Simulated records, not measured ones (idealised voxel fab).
process module | voxel wiring stack
The cross-section on display is named cut; it measures 160 nm wide, and its cells are 5 nm squares.
A cross-section is written here as square cells arranged in a grid, and it is given in bands from the top down, each band taking up one or more rows of cells. This entry defines a band. It first specifies the height of the band's top and the height of its bottom in nm, and then specifies the band's materials from left to right, stating each material with its width in nm. The word "full width" identifies a single material that fills the band from edge to edge, while the word "blank" identifies empty space. Height 0 is the level under which the wafer as received is all one material. The lowest band goes on downwards, as in "top 0, no bottom". A two-number width, for instance "30->40", indicates that the width is equal to the first number in the top row of the band and to the second number in the bottom row, and that it changes by a constant amount per row of cells. Step marked "no change occurred"? Then no cell in the cross-section changed in it. This entry, "Fully sealed cavities", enumerates those empty regions of no fewer than 8 cells that possess no open connection to the top. Each region is reported in the form width x height at distance, the distance being taken from the left edge, with all three quantities expressed in nm. On a step's line, text after the settings is the simulator commenting on that step. Regarding "overlay nm": on a step with a mask, it is the distance the mask lay to the right of its planned place; a negative value places it to the left.

**This section lists the process steps that were planned**
step 1: op RECEIVE | material Si
step 2: op CONFORMAL_DEP | material SiO2 | thk nm 10
step 3: op CONFORMAL_DEP | material SiN | thk nm 5
step 4: op DIRECTIONAL_DEP | material SiO2 | thk nm 20
step 5: op DIRECTIONAL_DEP | material aC | thk nm 15
step 6: op PATTERN | tone open | mask id METAL_1 | material resist | width nm 25 | pitch nm 45 | thk nm 30 | overlay nm 0
step 7: op DIRECTIONAL_ETCH | etch materials aC | depth nm 15
step 8: op STRIP | etch materials resist
step 9: op DIRECTIONAL_ETCH | etch materials SiO2 | depth nm 20
step 10: op DIRECTIONAL_ETCH | etch materials SiN | depth nm 5
step 11: op STRIP | etch materials aC
step 12: op CONFORMAL_DEP | material TiN | thk nm 5
step 13: op FILL_DEP | material Ru | thk nm 5
step 14: op CMP | height nm 35
step 15: op CONFORMAL_DEP | material SiCN | thk nm 5
step 16: op DIRECTIONAL_DEP | material lowk | thk nm 20
step 17: op DIRECTIONAL_DEP | material aC | thk nm 10
step 18: op PATTERN | tone open | mask id PLUG_1 | material resist | width nm 15 | thk nm 30 | overlay nm 0
step 19: op DIRECTIONAL_ETCH | etch materials aC | depth nm 10
step 20: op STRIP | etch materials resist
step 21: op DIRECTIONAL_ETCH | etch materials lowk | depth nm 20
step 22: op DIRECTIONAL_ETCH | etch materials SiCN | depth nm 5
step 23: op STRIP | etch materials aC
step 24: op EPI | material Ru | thk nm 10
step 25: op EPI | material Ru | thk nm 10
step 26: op EPI | material Ru | thk nm 5
step 27: op DIRECTIONAL_DEP | material TiN | thk nm 5
step 28: op DIRECTIONAL_DEP | material Ru | thk nm 20
step 29: op MASKED_ETCH | tone cover | mask id METAL_2 | width nm 25 | pitch nm 45 | etch materials Ru | depth nm 20 | overlay nm 0
step 30: op MASKED_ETCH | tone cover | mask id METAL_2 | width nm 25 | pitch nm 45 | etch materials TiN | depth nm 5 | overlay nm 0
step 31: op FILL_DEP | material SiO2 | thk nm 10
step 32: op CMP | height nm 85
step 33: op CONFORMAL_DEP | material SiCN | thk nm 5
step 34: op DIRECTIONAL_DEP | material lowk | thk nm 35
step 35: op DIRECTIONAL_DEP | material aC | thk nm 15
step 36: op PATTERN | tone open | mask id METAL_3_HOLES | material resist | width nm 15 | thk nm 35 | overlay nm 0
step 37: op DIRECTIONAL_ETCH | etch materials aC | depth nm 15
step 38: op STRIP | etch materials resist
step 39: op DIRECTIONAL_ETCH | etch materials lowk | depth nm 35
step 40: op STRIP | etch materials aC
step 41: op PATTERN | tone open | mask id METAL_3 | material resist | width nm 25 | pitch nm 45 | thk nm 20 | overlay nm 0
step 42: op DIRECTIONAL_ETCH | etch materials lowk | depth nm 20
step 43: op DIRECTIONAL_ETCH | etch materials SiCN | depth nm 5
step 44: op STRIP | etch materials resist
step 45: op CONFORMAL_DEP | material TiN | thk nm 5
step 46: op FILL_DEP | material Cu | thk nm 10
step 47: op CMP | height nm 125
step 48: op CONFORMAL_DEP | material SiCN | thk nm 5
All wafers enter the flow in the same state. The width nm at step 36 differs from wafer to wafer, and the plan gives the value for the first wafer.

**First of several wafers, received after step 1, in cross-section**
top 0, no bottom  Si full width
Fully sealed cavities: none

**So in this table every wafer gets its own row, and what you see is where it stands at the end of the module: for each material, how many cells it picked up (+) or gave up (-) since we received it, and after that its closed voids**
width nm 15, +22 Cu, +79 Ru, +90 SiCN, +22 SiN, +262 SiO2, +66 TiN, +291 lowk, Fully sealed cavities: none
width nm 20, +26 Cu, +79 Ru, +89 SiCN, +22 SiN, +262 SiO2, +66 TiN, +288 lowk, Fully sealed cavities: none
width nm 25, +32 Cu, +79 Ru, +89 SiCN, +22 SiN, +262 SiO2, +67 TiN, +281 lowk, Fully sealed cavities: none
width nm 30, +36 Cu, +79 Ru, +88 SiCN, +22 SiN, +262 SiO2, +67 TiN, +278 lowk, Fully sealed cavities: none
